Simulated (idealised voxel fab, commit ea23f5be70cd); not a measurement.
The following is a process module called voxel transistor to metal.
For reference, the cross-section in this document is cut, with width 290 nm and square cells of 5 nm.
Cross-section spec: square-cell grid; bands listed top down; each band is one or more rows. Top, bottom (nm), then materials left to right with widths (nm); lone material tagged "throughout" fills the whole band edge to edge; "blank" = empty space. Heights are reckoned from 0. Under this level, the received wafer is all of one material. The bottommost band is open-ended downward, for example "z 0 and below". Graded width ("30->40"): value in top row of band = first number; value in bottom row = second number; row-to-row change constant. For the purposes of this document, the phrase "no alterations made" attached to a step denotes that no cell within the cross-section was modified by that step. So "Cavities, sealed" is basically the list of trapped voids: any empty space of 8 cells or more that can't reach the top through an opening. They're written width x height at distance, the distance being from the left edge, and it's all nm. On each step's line, the part that comes after the settings is the simulator's own comment on the step. overlay nm: step with mask; distance mask lay right of planned place; negative value = left of planned place. In what follows, pairs of cross-sections are presented, each taken before and after one process step, with the after cross-section shown only down to the lowest band that was altered; the step, together with its settings, is stated below the pair. The pairs may stem from different runs of this module on the same starting wafer; accordingly, a pair should be taken as continuing from the one above it solely where its entry headed "Incoming profile" indicates as much.

-- Incoming profile
* z 80 to 60 = resist (35); blank (15); resist (60); blank (15); resist (35); blank (15); resist (60); blank (15); resist (40)
* z 60 to 35 = lowk (35); blank (15); lowk (60); blank (15); lowk (35); blank (15); lowk (60); blank (15); lowk (40)
* z 35 to 30 = SiN throughout
* z 30 to 20 = SiO2 (35); TiN (5); Ru (5); TiN (5); SiO2 (60); TiN (5); Ru (5); TiN (5); SiO2 (35); TiN (5); Ru (5); TiN (5); SiO2 (60); TiN (5); Ru (5); TiN (5); SiO2 (40)
* z 20 to 0 = SiO2 (35); TiN (5); Ru (5); TiN (5); SiO2 (10); SiN (5); HfO2 (5); TiN (5); W (10); TiN (5); HfO2 (5); SiN (5); SiO2 (10); TiN (5); Ru (5); TiN (5); SiO2 (35); TiN (5); Ru (5); TiN (5); SiO2 (10); SiN (5); HfO2 (5); TiN (5); W (10); TiN (5); HfO2 (5); SiN (5); SiO2 (10); TiN (5); Ru (5); TiN (5); SiO2 (40)
* z 0 to -5 = SiO2 (25); SiN (5); SiO2 (5); TiN (5); Ru (5); TiN (5); SiGe (10); SiN (5); HfO2 (5); TiN (20); HfO2 (5); SiN (5); SiGe (10); TiN (5); Ru (5); TiN (5); SiO2 (5); SiN (5); SiO2 (15); SiN (5); SiO2 (5); TiN (5); Ru (5); TiN (5); SiGe (10); SiN (5); HfO2 (5); TiN (20); HfO2 (5); SiN (5); SiGe (10); TiN (5); Ru (5); TiN (5); SiO2 (5); SiN (5); SiO2 (30)
* z -5 to -10 = SiO2 (35); TiN (15); SiGe (10); HfO2 (40); SiGe (10); TiN (15); SiO2 (35); TiN (15); SiGe (10); HfO2 (40); SiGe (10); TiN (15); SiO2 (40)
* z -10 to -20 = SiO2 (35); SiGe (25); Si (40); SiGe (25); SiO2 (35); SiGe (25); Si (40); SiGe (25); SiO2 (40)
* z -20 to -30 = SiO2 (35); Si (90); SiO2 (35); Si (90); SiO2 (40)
* z -30 and below = Si throughout
* Cavities, sealed: none

-- Post-Process Section
* z 80 to 60 = resist (35); blank (15); resist (60); blank (15); resist (35); blank (15); resist (60); blank (15); resist (40)
* z 60 to 35 = lowk (35); blank (15); lowk (60); blank (15); lowk (35); blank (15); lowk (60); blank (15); lowk (40)
* z 35 to 30 = SiN (35); blank (15); SiN (60); blank (15); SiN (35); blank (15); SiN (60); blank (15); SiN (40)
* Under the height 30 nothing was changed.
* Cavities, sealed: none
The cross-sections above show the structure before and after this step: DIRECTIONAL_ETCH (etch materials SiN; depth nm 5)

Incoming profile: Reference is made to the cross-section shown after the step in the pair directly above, which represents the state prior to this step.

-- Post-Process Section
* z 60 to 35 = lowk (35); blank (15); lowk (60); blank (15); lowk (35); blank (15); lowk (60); blank (15); lowk (40)
* Under the height 35 nothing was changed.
* Cavities, sealed: none
The cross-sections above show the structure before and after this step: STRIP (etch materials resist)

Incoming profile: Reference is made to the cross-section shown after the step in the pair directly above, which represents the state prior to this step.

-- Post-Process Section
* z 65 to 60 = TiN (40); blank (5); TiN (70); blank (5); TiN (45); blank (5); TiN (70); blank (5); TiN (45)
* z 60 to 35 = lowk (35); TiN (5); blank (5); TiN (5); lowk (60); TiN (5); blank (5); TiN (5); lowk (35); TiN (5); blank (5); TiN (5); lowk (60); TiN (5); blank (5); TiN (5); lowk (40)
* z 35 to 30 = SiN (35); TiN (15); SiN (60); TiN (15); SiN (35); TiN (15); SiN (60); TiN (15); SiN (40)
* Under the height 30 nothing was changed.
* Cavities, sealed: none
The cross-sections above show the structure before and after this step: CONFORMAL_DEP (material TiN; thk nm 5)

Incoming profile: Reference is made to the cross-section shown after the step in the pair directly above, which represents the state prior to this step.

-- Post-Process Section
* z 70 to 65 = Cu throughout
* z 65 to 60 = TiN (40); Cu (5); TiN (70); Cu (5); TiN (45); Cu (5); TiN (70); Cu (5); TiN (45)
* z 60 to 35 = lowk (35); TiN (5); Cu (5); TiN (5); lowk (60); TiN (5); Cu (5); TiN (5); lowk (35); TiN (5); Cu (5); TiN (5); lowk (60); TiN (5); Cu (5); TiN (5); lowk (40)
* Under the height 35 nothing was changed.
* Cavities, sealed: none
The cross-sections above show the structure before and after this step: FILL_DEP (material Cu; thk nm 5)

Incoming profile: Reference is made to the cross-section shown after the step in the pair directly above, which represents the state prior to this step.

-- Post-Process Section
* z 60 to 35 = lowk (35); TiN (5); Cu (5); TiN (5); lowk (60); TiN (5); Cu (5); TiN (5); lowk (35); TiN (5); Cu (5); TiN (5); lowk (60); TiN (5); Cu (5); TiN (5); lowk (40)
* Under the height 35 nothing was changed.
* Cavities, sealed: none
The cross-sections above show the structure before and after this step: CMP (height nm 60)

Incoming profile: Reference is made to the cross-section shown after the step in the pair directly above, which represents the state prior to this step.

-- Post-Process Section
* z 65 to 60 = SiN throughout
* Under the height 60 nothing was changed.
* Cavities, sealed: none
The cross-sections above show the structure before and after this step: CONFORMAL_DEP (material SiN; thk nm 5)

-- Incoming profile
* z 25 to 20 = blank (60); SiN (5); blank (30); SiN (5); blank (85); SiN (5); blank (30); SiN (5); blank (65)
* z 20 to 0 = SiO2 (60); SiN (5); blank (30); SiN (5); SiO2 (85); SiN (5); blank (30); SiN (5); SiO2 (65)
* z 0 to -5 = SiO2 (25); SiN (5); SiO2 (20); SiGe (10); SiN (5); blank (30); SiN (5); SiGe (10); SiO2 (20); SiN (5); SiO2 (15); SiN (5); SiO2 (20); SiGe (10); SiN (5); blank (30); SiN (5); SiGe (10); SiO2 (20); SiN (5); SiO2 (30)
* z -5 to -10 = SiO2 (50); SiGe (10); blank (40); SiGe (10); SiO2 (65); SiGe (10); blank (40); SiGe (10); SiO2 (55)
* z -10 to -20 = SiO2 (35); SiGe (25); Si (40); SiGe (25); SiO2 (35); SiGe (25); Si (40); SiGe (25); SiO2 (40)
* z -20 to -30 = SiO2 (35); Si (90); SiO2 (35); Si (90); SiO2 (40)
* z -30 and below = Si throughout
* Cavities, sealed: none

-- Post-Process Section
* z 30 to 25 = blank (55); TiN (15); blank (20); TiN (15); blank (75); TiN (15); blank (20); TiN (15); blank (60)
* z 25 to 20 = TiN (60); SiN (5); TiN (5); blank (20); TiN (5); SiN (5); TiN (85); SiN (5); TiN (5); blank (20); TiN (5); SiN (5); TiN (65)
* z 20 to 0 = SiO2 (60); SiN (5); TiN (5); blank (20); TiN (5); SiN (5); SiO2 (85); SiN (5); TiN (5); blank (20); TiN (5); SiN (5); SiO2 (65)
* z 0 to -5 = SiO2 (25); SiN (5); SiO2 (20); SiGe (10); SiN (5); TiN (5); blank (20); TiN (5); SiN (5); SiGe (10); SiO2 (20); SiN (5); SiO2 (15); SiN (5); SiO2 (20); SiGe (10); SiN (5); TiN (5); blank (20); TiN (5); SiN (5); SiGe (10); SiO2 (20); SiN (5); SiO2 (30)
* z -5 to -10 = SiO2 (50); SiGe (10); TiN (40); SiGe (10); SiO2 (65); SiGe (10); TiN (40); SiGe (10); SiO2 (55)
* Under the height -10 nothing was changed.
* Cavities, sealed: none
The cross-sections above show the structure before and after this step: CONFORMAL_DEP (material TiN; thk nm 5)

Incoming profile: Reference is made to the cross-section shown after the step in the pair directly above, which represents the state prior to this step.

-- Post-Process Section
* z 35 to 30 = W throughout
* z 30 to 25 = W (55); TiN (15); W (20); TiN (15); W (75); TiN (15); W (20); TiN (15); W (60)
* z 25 to 20 = TiN (60); SiN (5); TiN (5); W (20); TiN (5); SiN (5); TiN (85); SiN (5); TiN (5); W (20); TiN (5); SiN (5); TiN (65)
* z 20 to 0 = SiO2 (60); SiN (5); TiN (5); W (20); TiN (5); SiN (5); SiO2 (85); SiN (5); TiN (5); W (20); TiN (5); SiN (5); SiO2 (65)
* z 0 to -5 = SiO2 (25); SiN (5); SiO2 (20); SiGe (10); SiN (5); TiN (5); W (20); TiN (5); SiN (5); SiGe (10); SiO2 (20); SiN (5); SiO2 (15); SiN (5); SiO2 (20); SiGe (10); SiN (5); TiN (5); W (20); TiN (5); SiN (5); SiGe (10); SiO2 (20); SiN (5); SiO2 (30)
* Under the height -5 nothing was changed.
* Cavities, sealed: none
The cross-sections above show the structure before and after this step: FILL_DEP (material W; thk nm 5)

Incoming profile: Reference is made to the cross-section shown after the step in the pair directly above, which represents the state prior to this step.

-- Post-Process Section
* z 20 to 0 = SiO2 (60); SiN (5); TiN (5); W (20); TiN (5); SiN (5); SiO2 (85); SiN (5); TiN (5); W (20); TiN (5); SiN (5); SiO2 (65)
* Under the height 0 nothing was changed.
* Cavities, sealed: none
The cross-sections above show the structure before and after this step: CMP (height nm 20)

Incoming profile: Reference is made to the cross-section shown after the step in the pair directly above, which represents the state prior to this step.

-- Post-Process Section
* z 30 to 20 = SiO2 throughout
* Under the height 20 nothing was changed.
* Cavities, sealed: none
The cross-sections above show the structure before and after this step: DIRECTIONAL_DEP (material SiO2; thk nm 10)

Incoming profile: Reference is made to the cross-section shown after the step in the pair directly above, which represents the state prior to this step.

-- Post-Process Section
* z 45 to 30 = aC throughout
* Under the height 30 nothing was changed.
* Cavities, sealed: none
The cross-sections above show the structure before and after this step: DIRECTIONAL_DEP (material aC; thk nm 15)

Incoming profile: Reference is made to the cross-section shown after the step in the pair directly above, which represents the state prior to this step.

-- Post-Process Section
* z 75 to 45 = resist (35); blank (15); resist (60); blank (15); resist (35); blank (15); resist (60); blank (15); resist (40)
* Under the height 45 nothing was changed.
* Cavities, sealed: none
The cross-sections above show the structure before and after this step: PATTERN (tone open; mask id CONTACT; material resist; width nm 15; thk nm 30; overlay nm 0)

Incoming profile: Reference is made to the cross-section shown after the step in the pair directly above, which represents the state prior to this step.

-- Post-Process Section
* z 60 to 45 = resist (35); blank (15); resist (60); blank (15); resist (35); blank (15); resist (60); blank (15); resist (40)
* z 45 to 30 = aC (35); blank (15); aC (60); blank (15); aC (35); blank (15); aC (60); blank (15); aC (40)
* Under the height 30 nothing was changed.
* Cavities, sealed: none
The cross-sections above show the structure before and after this step: DIRECTIONAL_ETCH (etch materials aC; depth nm 15)

Incoming profile: Reference is made to the cross-section shown after the step in the pair directly above, which represents the state prior to this step.

-- Post-Process Section
* z 45 to 30 = aC (35); blank (15); aC (60); blank (15); aC (35); blank (15); aC (60); blank (15); aC (40)
* Under the height 30 nothing was changed.
* Cavities, sealed: none
The cross-sections above show the structure before and after this step: STRIP (etch materials resist)

Incoming profile: Reference is made to the cross-section shown after the step in the pair directly above, which represents the state prior to this step.

-- Post-Process Section
* z 45 to 30 = aC (35); blank (15); aC (60); blank (15); aC (35); blank (15); aC (60); blank (15); aC (40)
* z 30 to 20 = SiO2 (35); blank (15); SiO2 (60); blank (15); SiO2 (35); blank (15); SiO2 (60); blank (15); SiO2 (40)
* z 20 to 0 = SiO2 (35); blank (15); SiO2 (10); SiN (5); TiN (5); W (20); TiN (5); SiN (5); SiO2 (10); blank (15); SiO2 (35); blank (15); SiO2 (10); SiN (5); TiN (5); W (20); TiN (5); SiN (5); SiO2 (10); blank (15); SiO2 (40)
* z 0 to -5 = SiO2 (25); SiN (5); SiO2 (5); blank (15); SiGe (10); SiN (5); TiN (5); W (20); TiN (5); SiN (5); SiGe (10); blank (15); SiO2 (5); SiN (5); SiO2 (15); SiN (5); SiO2 (5); blank (15); SiGe (10); SiN (5); TiN (5); W (20); TiN (5); SiN (5); SiGe (10); blank (15); SiO2 (5); SiN (5); SiO2 (30)
* z -5 to -10 = SiO2 (35); blank (15); SiGe (10); TiN (40); SiGe (10); blank (15); SiO2 (35); blank (15); SiGe (10); TiN (40); SiGe (10); blank (15); SiO2 (40)
* Under the height -10 nothing was changed.
* Cavities, sealed: none
The cross-sections above show the structure before and after this step: DIRECTIONAL_ETCH (etch materials SiO2; depth nm 40)

Incoming profile: Reference is made to the cross-section shown after the step in the pair directly above, which represents the state prior to this step.

-- Post-Process Section
* z 30 to 20 = SiO2 (35); blank (15); SiO2 (60); blank (15); SiO2 (35); blank (15); SiO2 (60); blank (15); SiO2 (40)
* Under the height 20 nothing was changed.
* Cavities, sealed: none
The cross-sections above show the structure before and after this step: STRIP (etch materials aC)

Incoming profile: Reference is made to the cross-section shown after the step in the pair directly above, which represents the state prior to this step.

-- Post-Process Section
* z 35 to 30 = TiN (40); blank (5); TiN (70); blank (5); TiN (45); blank (5); TiN (70); blank (5); TiN (45)
* z 30 to 20 = SiO2 (35); TiN (5); blank (5); TiN (5); SiO2 (60); TiN (5); blank (5); TiN (5); SiO2 (35); TiN (5); blank (5); TiN (5); SiO2 (60); TiN (5); blank (5); TiN (5); SiO2 (40)
* z 20 to 0 = SiO2 (35); TiN (5); blank (5); TiN (5); SiO2 (10); SiN (5); TiN (5); W (20); TiN (5); SiN (5); SiO2 (10); TiN (5); blank (5); TiN (5); SiO2 (35); TiN (5); blank (5); TiN (5); SiO2 (10); SiN (5); TiN (5); W (20); TiN (5); SiN (5); SiO2 (10); TiN (5); blank (5); TiN (5); SiO2 (40)
* z 0 to -5 = SiO2 (25); SiN (5); SiO2 (5); TiN (5); blank (5); TiN (5); SiGe (10); SiN (5); TiN (5); W (20); TiN (5); SiN (5); SiGe (10); TiN (5); blank (5); TiN (5); SiO2 (5); SiN (5); SiO2 (15); SiN (5); SiO2 (5); TiN (5); blank (5); TiN (5); SiGe (10); SiN (5); TiN (5); W (20); TiN (5); SiN (5); SiGe (10); TiN (5); blank (5); TiN (5); SiO2 (5); SiN (5); SiO2 (30)
* z -5 to -10 = SiO2 (35); TiN (15); SiGe (10); TiN (40); SiGe (10); TiN (15); SiO2 (35); TiN (15); SiGe (10); TiN (40); SiGe (10); TiN (15); SiO2 (40)
* Under the height -10 nothing was changed.
* Cavities, sealed: none
The cross-sections above show the structure before and after this step: CONFORMAL_DEP (material TiN; thk nm 5)

Incoming profile: Reference is made to the cross-section shown after the step in the pair directly above, which represents the state prior to this step.

-- Post-Process Section
* z 40 to 35 = Ru throughout
* z 35 to 30 = TiN (40); Ru (5); TiN (70); Ru (5); TiN (45); Ru (5); TiN (70); Ru (5); TiN (45)
* z 30 to 20 = SiO2 (35); TiN (5); Ru (5); TiN (5); SiO2 (60); TiN (5); Ru (5); TiN (5); SiO2 (35); TiN (5); Ru (5); TiN (5); SiO2 (60); TiN (5); Ru (5); TiN (5); SiO2 (40)
* z 20 to 0 = SiO2 (35); TiN (5); Ru (5); TiN (5); SiO2 (10); SiN (5); TiN (5); W (20); TiN (5); SiN (5); SiO2 (10); TiN (5); Ru (5); TiN (5); SiO2 (35); TiN (5); Ru (5); TiN (5); SiO2 (10); SiN (5); TiN (5); W (20); TiN (5); SiN (5); SiO2 (10); TiN (5); Ru (5); TiN (5); SiO2 (40)
* z 0 to -5 = SiO2 (25); SiN (5); SiO2 (5); TiN (5); Ru (5); TiN (5); SiGe (10); SiN (5); TiN (5); W (20); TiN (5); SiN (5); SiGe (10); TiN (5); Ru (5); TiN (5); SiO2 (5); SiN (5); SiO2 (15); SiN (5); SiO2 (5); TiN (5); Ru (5); TiN (5); SiGe (10); SiN (5); TiN (5); W (20); TiN (5); SiN (5); SiGe (10); TiN (5); Ru (5); TiN (5); SiO2 (5); SiN (5); SiO2 (30)
* Under the height -5 nothing was changed.
* Cavities, sealed: none
The cross-sections above show the structure before and after this step: FILL_DEP (material Ru; thk nm 5)

Incoming profile: Reference is made to the cross-section shown after the step in the pair directly above, which represents the state prior to this step.

-- Post-Process Section
* z 30 to 20 = SiO2 (35); TiN (5); Ru (5); TiN (5); SiO2 (60); TiN (5); Ru (5); TiN (5); SiO2 (35); TiN (5); Ru (5); TiN (5); SiO2 (60); TiN (5); Ru (5); TiN (5); SiO2 (40)
* Under the height 20 nothing was changed.
* Cavities, sealed: none
The cross-sections above show the structure before and after this step: CMP (height nm 30)

Incoming profile: Reference is made to the cross-section shown after the step in the pair directly above, which represents the state prior to this step.

-- Post-Process Section
* z 35 to 30 = SiN throughout
* Under the height 30 nothing was changed.
* Cavities, sealed: none
The cross-sections above show the structure before and after this step: CONFORMAL_DEP (material SiN; thk nm 5)

Incoming profile: Reference is made to the cross-section shown after the step in the pair directly above, which represents the state prior to this step.

-- Post-Process Section
* z 60 to 35 = lowk throughout
* Under the height 35 nothing was changed.
* Cavities, sealed: none
The cross-sections above show the structure before and after this step: DIRECTIONAL_DEP (material lowk; thk nm 25)

Incoming profile: Reference is made to the cross-section shown after the step in the pair directly above, which represents the state prior to this step.

-- Post-Process Section
* z 80 to 60 = resist (35); blank (15); resist (60); blank (15); resist (35); blank (15); resist (60); blank (15); resist (40)
* Under the height 60 nothing was changed.
* Cavities, sealed: none
The cross-sections above show the structure before and after this step: PATTERN (tone open; mask id METAL_1; material resist; width nm 15; thk nm 20; overlay nm 0)

Incoming profile: Reference is made to the cross-section shown after the step in the pair directly above, which represents the state prior to this step.

-- Post-Process Section
* z 80 to 60 = resist (35); blank (15); resist (60); blank (15); resist (35); blank (15); resist (60); blank (15); resist (40)
* z 60 to 35 = lowk (35); blank (15); lowk (60); blank (15); lowk (35); blank (15); lowk (60); blank (15); lowk (40)
* Under the height 35 nothing was changed.
* Cavities, sealed: none
The cross-sections above show the structure before and after this step: DIRECTIONAL_ETCH (etch materials lowk; depth nm 25)

Incoming profile: Reference is made to the cross-section shown after the step in the pair directly above, which represents the state prior to this step.

-- Post-Process Section
* z 80 to 60 = resist (35); blank (15); resist (60); blank (15); resist (35); blank (15); resist (60); blank (15); resist (40)
* z 60 to 35 = lowk (35); blank (15); lowk (60); blank (15); lowk (35); blank (15); lowk (60); blank (15); lowk (40)
* z 35 to 30 = SiN (35); blank (15); SiN (60); blank (15); SiN (35); blank (15); SiN (60); blank (15); SiN (40)
* Under the height 30 nothing was changed.
* Cavities, sealed: none
The cross-sections above show the structure before and after this step: DIRECTIONAL_ETCH (etch materials SiN; depth nm 5)

Incoming profile: Reference is made to the cross-section shown after the step in the pair directly above, which represents the state prior to this step.

-- Post-Process Section
* z 60 to 35 = lowk (35); blank (15); lowk (60); blank (15); lowk (35); blank (15); lowk (60); blank (15); lowk (40)
* Under the height 35 nothing was changed.
* Cavities, sealed: none
The cross-sections above show the structure before and after this step: STRIP (etch materials resist)

Incoming profile: Reference is made to the cross-section shown after the step in the pair directly above, which represents the state prior to this step.

-- Post-Process Section
* z 65 to 60 = TiN (40); blank (5); TiN (70); blank (5); TiN (45); blank (5); TiN (70); blank (5); TiN (45)
* z 60 to 35 = lowk (35); TiN (5); blank (5); TiN (5); lowk (60); TiN (5); blank (5); TiN (5); lowk (35); TiN (5); blank (5); TiN (5); lowk (60); TiN (5); blank (5); TiN (5); lowk (40)
* z 35 to 30 = SiN (35); TiN (15); SiN (60); TiN (15); SiN (35); TiN (15); SiN (60); TiN (15); SiN (40)
* Under the height 30 nothing was changed.
* Cavities, sealed: none
The cross-sections above show the structure before and after this step: CONFORMAL_DEP (material TiN; thk nm 5)

Incoming profile: Reference is made to the cross-section shown after the step in the pair directly above, which represents the state prior to this step.

-- Post-Process Section
* z 70 to 65 = Cu throughout
* z 65 to 60 = TiN (40); Cu (5); TiN (70); Cu (5); TiN (45); Cu (5); TiN (70); Cu (5); TiN (45)
* z 60 to 35 = lowk (35); TiN (5); Cu (5); TiN (5); lowk (60); TiN (5); Cu (5); TiN (5); lowk (35); TiN (5); Cu (5); TiN (5); lowk (60); TiN (5); Cu (5); TiN (5); lowk (40)
* Under the height 35 nothing was changed.
* Cavities, sealed: none
The cross-sections above show the structure before and after this step: FILL_DEP (material Cu; thk nm 5)

Incoming profile: Reference is made to the cross-section shown after the step in the pair directly above, which represents the state prior to this step.

-- Post-Process Section
* z 60 to 35 = lowk (35); TiN (5); Cu (5); TiN (5); lowk (60); TiN (5); Cu (5); TiN (5); lowk (35); TiN (5); Cu (5); TiN (5); lowk (60); TiN (5); Cu (5); TiN (5); lowk (40)
* Under the height 35 nothing was changed.
* Cavities, sealed: none
The cross-sections above show the structure before and after this step: CMP (height nm 60)

Incoming profile: Reference is made to the cross-section shown after the step in the pair directly above, which represents the state prior to this step.

-- Post-Process Section
* z 65 to 60 = SiN throughout
* Under the height 60 nothing was changed.
* Cavities, sealed: none
The cross-sections above show the structure before and after this step: CONFORMAL_DEP (material SiN; thk nm 5)

-- Incoming profile
* z 20 to 10 = blank (30); aC (100); blank (25); aC (100); blank (35)
* z 10 to 0 = blank (30); SiN (100); blank (25); SiN (100); blank (35)
* z 0 to -5 = blank (30); SiO2 (100); blank (25); SiO2 (100); blank (35)
* z -5 to -25 = blank (30); Si (100); blank (25); Si (100); blank (35)
* z -25 and below = Si throughout
* Cavities, sealed: none

-- Post-Process Section
* z 20 to 10 = blank (30); aC (100); blank (25); aC (100); blank (35)
* z 10 to 0 = blank (30); SiN (100); blank (25); SiN (100); blank (35)
* z 0 to -5 = blank (30); SiO2 (100); blank (25); SiO2 (100); blank (35)
* z -5 to -45 = blank (30); Si (100); blank (25); Si (100); blank (35)
* Under the height -45 nothing was changed.
* Cavities, sealed: none
The cross-sections above show the structure before and after this step: DIRECTIONAL_ETCH (etch materials Si; depth nm 20)

Incoming profile: Reference is made to the cross-section shown after the step in the pair directly above, which represents the state prior to this step.

-- Post-Process Section
* z 10 to 0 = blank (30); SiN (100); blank (25); SiN (100); blank (35)
* Under the height 0 nothing was changed.
* Cavities, sealed: none
The cross-sections above show the structure before and after this step: STRIP (etch materials aC)

Incoming profile: Reference is made to the cross-section shown after the step in the pair directly above, which represents the state prior to this step.

-- Post-Process Section
* z 10 to 0 = blank (30); SiN (100); blank (25); SiN (100); blank (35)
* z 0 to -5 = blank (30); SiO2 (100); blank (25); SiO2 (100); blank (35)
* z -5 to -45 = blank (30); SiO2 (5); Si (90); SiO2 (5); blank (25); SiO2 (5); Si (90); SiO2 (5); blank (35)
* z -45 to -50 = SiO2 (35); Si (90); SiO2 (35); Si (90); SiO2 (40)
* Under the height -50 nothing was changed.
* Cavities, sealed: none
The cross-sections above show the structure before and after this step: OXIDIZE (depth nm 5)

Incoming profile: Reference is made to the cross-section shown after the step in the pair directly above, which represents the state prior to this step.

-- Post-Process Section
* z 15 to 10 = SiO2 throughout
* z 10 to 0 = SiO2 (30); SiN (100); SiO2 (25); SiN (100); SiO2 (35)
* z 0 to -5 = SiO2 throughout
* z -5 to -50 = SiO2 (35); Si (90); SiO2 (35); Si (90); SiO2 (40)
* Under the height -50 nothing was changed.
* Cavities, sealed: none
The cross-sections above show the structure before and after this step: FILL_DEP (material SiO2; thk nm 5)

Incoming profile: Reference is made to the cross-section shown after the step in the pair directly above, which represents the state prior to this step.

-- Post-Process Section
* z 10 to 0 = SiO2 (30); SiN (100); SiO2 (25); SiN (100); SiO2 (35)
* Under the height 0 nothing was changed.
* Cavities, sealed: none
The cross-sections above show the structure before and after this step: CMP (height nm 10)

Incoming profile: Reference is made to the cross-section shown after the step in the pair directly above, which represents the state prior to this step.

-- Post-Process Section
* z 10 to 5 = blank (30); SiN (100); blank (25); SiN (100); blank (35)
* Under the height 5 nothing was changed.
* Cavities, sealed: none
The cross-sections above show the structure before and after this step: SELECTIVE_ETCH (etch materials SiO2; depth nm 5)

Incoming profile: Reference is made to the cross-section shown after the step in the pair directly above, which represents the state prior to this step.

-- Post-Process Section
* z 5 to 0 = SiO2 (30); blank (100); SiO2 (25); blank (100); SiO2 (35)
* Under the height 0 nothing was changed.
* Cavities, sealed: none
The cross-sections above show the structure before and after this step: STRIP (etch materials SiN)

Incoming profile: Reference is made to the cross-section shown after the step in the pair directly above, which represents the state prior to this step.

-- Post-Process Section
* z 0 to -5 = SiO2 (25); blank (110); SiO2 (15); blank (110); SiO2 (30)
* Under the height -5 nothing was changed.
* Cavities, sealed: none
The cross-sections above show the structure before and after this step: SELECTIVE_ETCH (etch materials SiO2; depth nm 5)

Incoming profile: Reference is made to the cross-section shown after the step in the pair directly above, which represents the state prior to this step.

-- Post-Process Section
* z 0 to -5 = SiO2 (25); blank (110); SiO2 (15); blank (110); SiO2 (30)
* z -5 to -10 = SiO2 throughout
* Under the height -10 nothing was changed.
* Cavities, sealed: none
The cross-sections above show the structure before and after this step: OXIDIZE (depth nm 5)

Incoming profile: Reference is made to the cross-section shown after the step in the pair directly above, which represents the state prior to this step.

-- Post-Process Section
* z 30 to 25 = polySi (25); blank (110); polySi (15); blank (110); polySi (30)
* z 25 to 0 = polySi throughout
* z 0 to -5 = SiO2 (25); polySi (110); SiO2 (15); polySi (110); SiO2 (30)
* Under the height -5 nothing was changed.
* Cavities, sealed: none
The cross-sections above show the structure before and after this step: DIRECTIONAL_DEP (material polySi; thk nm 30)

Incoming profile: Reference is made to the cross-section shown after the step in the pair directly above, which represents the state prior to this step.

-- Post-Process Section
* z 40 to 35 = SiCN (25); blank (110); SiCN (15); blank (110); SiCN (30)
* z 35 to 30 = SiCN throughout
* z 30 to 25 = polySi (25); SiCN (110); polySi (15); SiCN (110); polySi (30)
* Under the height 25 nothing was changed.
* Cavities, sealed: none
The cross-sections above show the structure before and after this step: DIRECTIONAL_DEP (material SiCN; thk nm 10)

Incoming profile: Reference is made to the cross-section shown after the step in the pair directly above, which represents the state prior to this step.

-- Post-Process Section
* z 35 to 30 = blank (65); SiCN (30); blank (95); SiCN (30); blank (70)
* z 30 to 25 = polySi (25); blank (40); SiCN (30); blank (40); polySi (15); blank (40); SiCN (30); blank (40); polySi (30)
* Under the height 25 nothing was changed.
* Cavities, sealed: none
The cross-sections above show the structure before and after this step: MASKED_ETCH (tone cover; mask id GATE; width nm 30; pitch nm 125; etch materials SiCN; depth nm 20; overlay nm 0)

Incoming profile: Reference is made to the cross-section shown after the step in the pair directly above, which represents the state prior to this step.

-- Post-Process Section
* z 35 to 25 = blank (65); SiCN (30); blank (95); SiCN (30); blank (70)
* z 25 to 0 = blank (65); polySi (30); blank (95); polySi (30); blank (70)
* z 0 to -5 = SiO2 (25); blank (40); polySi (30); blank (40); SiO2 (15); blank (40); polySi (30); blank (40); SiO2 (30)
* Under the height -5 nothing was changed.
* Cavities, sealed: none
The cross-sections above show the structure before and after this step: MASKED_ETCH (tone cover; mask id GATE; width nm 30; pitch nm 125; etch materials polySi; depth nm 40; overlay nm 0)

Incoming profile: Reference is made to the cross-section shown after the step in the pair directly above, which represents the state prior to this step.

-- Post-Process Section
* z 40 to 35 = blank (60); SiN (40); blank (85); SiN (40); blank (65)
* z 35 to 25 = blank (60); SiN (5); SiCN (30); SiN (5); blank (85); SiN (5); SiCN (30); SiN (5); blank (65)
* z 25 to 5 = blank (60); SiN (5); polySi (30); SiN (5); blank (85); SiN (5); polySi (30); SiN (5); blank (65)
* z 5 to 0 = SiN (30); blank (30); SiN (5); polySi (30); SiN (5); blank (30); SiN (25); blank (30); SiN (5); polySi (30); SiN (5); blank (30); SiN (35)
* z 0 to -5 = SiO2 (25); SiN (40); polySi (30); SiN (40); SiO2 (15); SiN (40); polySi (30); SiN (40); SiO2 (30)
* Under the height -5 nothing was changed.
* Cavities, sealed: none
The cross-sections above show the structure before and after this step: CONFORMAL_DEP (material SiN; thk nm 5)

Incoming profile: Reference is made to the cross-section shown after the step in the pair directly above, which represents the state prior to this step.

-- Post-Process Section
* z 35 to 25 = blank (60); SiN (5); SiCN (30); SiN (5); blank (85); SiN (5); SiCN (30); SiN (5); blank (65)
* z 25 to 0 = blank (60); SiN (5); polySi (30); SiN (5); blank (85); SiN (5); polySi (30); SiN (5); blank (65)
* z 0 to -5 = SiO2 (25); SiN (5); blank (30); SiN (5); polySi (30); SiN (5); blank (30); SiN (5); SiO2 (15); SiN (5); blank (30); SiN (5); polySi (30); SiN (5); blank (30); SiN (5); SiO2 (30)
* Under the height -5 nothing was changed.
* Cavities, sealed: none
The cross-sections above show the structure before and after this step: DIRECTIONAL_ETCH (etch materials SiN; depth nm 5)

Incoming profile: Reference is made to the cross-section shown after the step in the pair directly above, which represents the state prior to this step.

-- Post-Process Section
* z 35 to 25 = blank (60); SiN (5); SiCN (30); SiN (5); blank (85); SiN (5); SiCN (30); SiN (5); blank (65)
* z 25 to 0 = blank (60); SiN (5); polySi (30); SiN (5); blank (85); SiN (5); polySi (30); SiN (5); blank (65)
* z 0 to -5 = blank (25); SiN (5); blank (30); SiN (5); polySi (30); SiN (5); blank (30); SiN (5); blank (15); SiN (5); blank (30); SiN (5); polySi (30); SiN (5); blank (30); SiN (5); blank (30)
* z -5 to -10 = SiO2 (30); blank (30); SiO2 (40); blank (30); SiO2 (25); blank (30); SiO2 (40); blank (30); SiO2 (35)
* Under the height -10 nothing was changed.
* Cavities, sealed: none
The cross-sections above show the structure before and after this step: DIRECTIONAL_ETCH (etch materials SiO2; depth nm 5)
